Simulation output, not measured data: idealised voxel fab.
Title: Process Module voxel wiring stack
The width of the displayed cross-section, cut, is 230 nm; its cells are square, with a size of 5 nm.
In this document a cross-section is written as a grid of square cells. It is given as a series of bands, listed from the top down, and a band is one or more rows of cells.
Quick guide to a band line: top height, bottom height (nm) up front; then every material left to right with its width in nm. Only one material and it's marked "everywhere"? Then it fills the band edge to edge. And "air" just means empty space.
Heights are expressed relative to 0, this being the level below which the as-received wafer comprises one material exclusively. The lowest band is unbounded in the downward direction and is denoted as in "0 -> down".
So if you see something like "30->40" for the width, read it as the top row of the band sitting at the first number and the bottom row at the second, with every row in between moving by the same amount as the last.
Step marked "nothing altered"? Then no cell in the cross-section changed in it.
Empty spaces without an open route to the top, at least 8 cells in extent, make up the entry "Enclosed void inventory"; each is given as width x height at distance, where the distance is measured from the left edge, and all are in nm.
Step line, after settings: the simulator's comment on this step.
overlay nm: for a step with a mask, the amount by which the mask lay right of where it was planned; a negative amount means left of it.
Process steps foreseen in the plan:
- 1: RECEIVE | material Si
- 2: CONFORMAL_DEP | material SiO2 | thk nm 10
- 3: DIRECTIONAL_DEP | material TiN | thk nm 5
- 4: DIRECTIONAL_DEP | material W | thk nm 20
- 5: DIRECTIONAL_DEP | material aC | thk nm 15
- 6: PATTERN | tone cover | mask id METAL_1 | material resist | width nm 30 | pitch nm 50 | thk nm 35 | overlay nm 0
- 7: DIRECTIONAL_ETCH | etch materials aC | depth nm 15
- 8: STRIP | etch materials resist
- 9: DIRECTIONAL_ETCH | etch materials W | depth nm 20
- 10: DIRECTIONAL_ETCH | etch materials TiN | depth nm 5
- 11: STRIP | etch materials aC
- 12: FILL_DEP | material SiO2 | thk nm 5
- 13: CMP | height nm 35
- 14: CONFORMAL_DEP | material SiCN | thk nm 5
- 15: DIRECTIONAL_DEP | material SiO2 | thk nm 25
- 16: DIRECTIONAL_DEP | material aC | thk nm 15
- 17: PATTERN | tone open | mask id METAL_2 | material resist | width nm 30 | pitch nm 50 | thk nm 35 | overlay nm 0
- 18: DIRECTIONAL_ETCH | etch materials aC | depth nm 15
- 19: STRIP | etch materials resist
- 20: DIRECTIONAL_ETCH | etch materials SiO2 | depth nm 15
- 21: STRIP | etch materials aC
- 22: PATTERN | tone open | mask id METAL_2_HOLES | material resist | width nm 15 | pitch nm 50 | thk nm 20 | overlay nm 0
- 23: DIRECTIONAL_ETCH | etch materials SiO2 | depth nm 10
- 24: DIRECTIONAL_ETCH | etch materials SiCN | depth nm 5
- 25: STRIP | etch materials resist
- 26: CONFORMAL_DEP | material TiN | thk nm 5
- 27: FILL_DEP | material Cu | thk nm 5
- 28: CMP | height nm 65
- 29: CONFORMAL_DEP | material SiCN | thk nm 5
- 30: DIRECTIONAL_DEP | material SiO2 | thk nm 30
- 31: DIRECTIONAL_DEP | material aC | thk nm 10
- 32: PATTERN | tone open | mask id METAL_3_HOLES | material resist | width nm 15 | pitch nm 50 | thk nm 30 | overlay nm 0
- 33: DIRECTIONAL_ETCH | etch materials aC | depth nm 10
- 34: STRIP | etch materials resist
- 35: DIRECTIONAL_ETCH | etch materials SiO2 | depth nm 30
- 36: STRIP | etch materials aC
- 37: DIRECTIONAL_DEP | material aC | thk nm 15
- 38: PATTERN | tone open | mask id METAL_3 | material resist | width nm 30 | pitch nm 50 | thk nm 35 | overlay nm 0
- 39: DIRECTIONAL_ETCH | etch materials aC | depth nm 15
- 40: STRIP | etch materials resist
- 41: DIRECTIONAL_ETCH | etch materials SiO2 | depth nm 20
- 42: DIRECTIONAL_ETCH | etch materials SiCN | depth nm 5
- 43: STRIP | etch materials aC
- 44: CONFORMAL_DEP | material TiN | thk nm 5
- 45: FILL_DEP | material Cu | thk nm 10
- 46: CMP | height nm 100
- 47: CONFORMAL_DEP | material SiN | thk nm 5
Incoming wafer, cross-sectional view, post step 1:
0 -> down | Si everywhere
Enclosed void inventory: none
Final wafer profile in cross-section after the module, from the same start and plan as above, with one mistake made during processing:
105 -> 100 | SiN everywhere
100 -> 85 | SiO2=75 / TiN=5 / Cu=20 / TiN=5 / SiO2=20 / TiN=5 / Cu=20 / TiN=5 / SiO2=75
85 -> 80 | SiO2=75 / TiN=5 / Cu=5 / TiN=20 / SiO2=20 / TiN=5 / Cu=5 / TiN=20 / SiO2=75
80 -> 70 | SiO2=75 / TiN=5 / Cu=5 / TiN=5 / SiO2=35 / TiN=5 / Cu=5 / TiN=5 / SiO2=90
70 -> 65 | SiCN=75 / TiN=15 / SiCN=35 / TiN=15 / SiCN=90
65 -> 55 | SiO2=75 / TiN=5 / Cu=20 / TiN=5 / SiO2=20 / TiN=5 / Cu=20 / TiN=5 / SiO2=75
55 -> 50 | SiO2=75 / TiN=5 / Cu=5 / TiN=20 / SiO2=20 / TiN=5 / Cu=5 / TiN=20 / SiO2=75
50 -> 40 | SiO2=75 / TiN=5 / Cu=5 / TiN=5 / SiO2=35 / TiN=5 / Cu=5 / TiN=5 / SiO2=90
40 -> 35 | SiCN=75 / TiN=15 / SiCN=35 / TiN=15 / SiCN=90
35 -> 30 | SiO2 everywhere
30 -> 10 | SiO2=75 / W=30 / SiO2=20 / W=30 / SiO2=75
10 -> 0 | SiO2 everywhere
0 -> down | Si everywhere
Enclosed void inventory: none
In executing the process, a mistake was made relative to the plan: step 3 in the plan did not get run; it was skipped
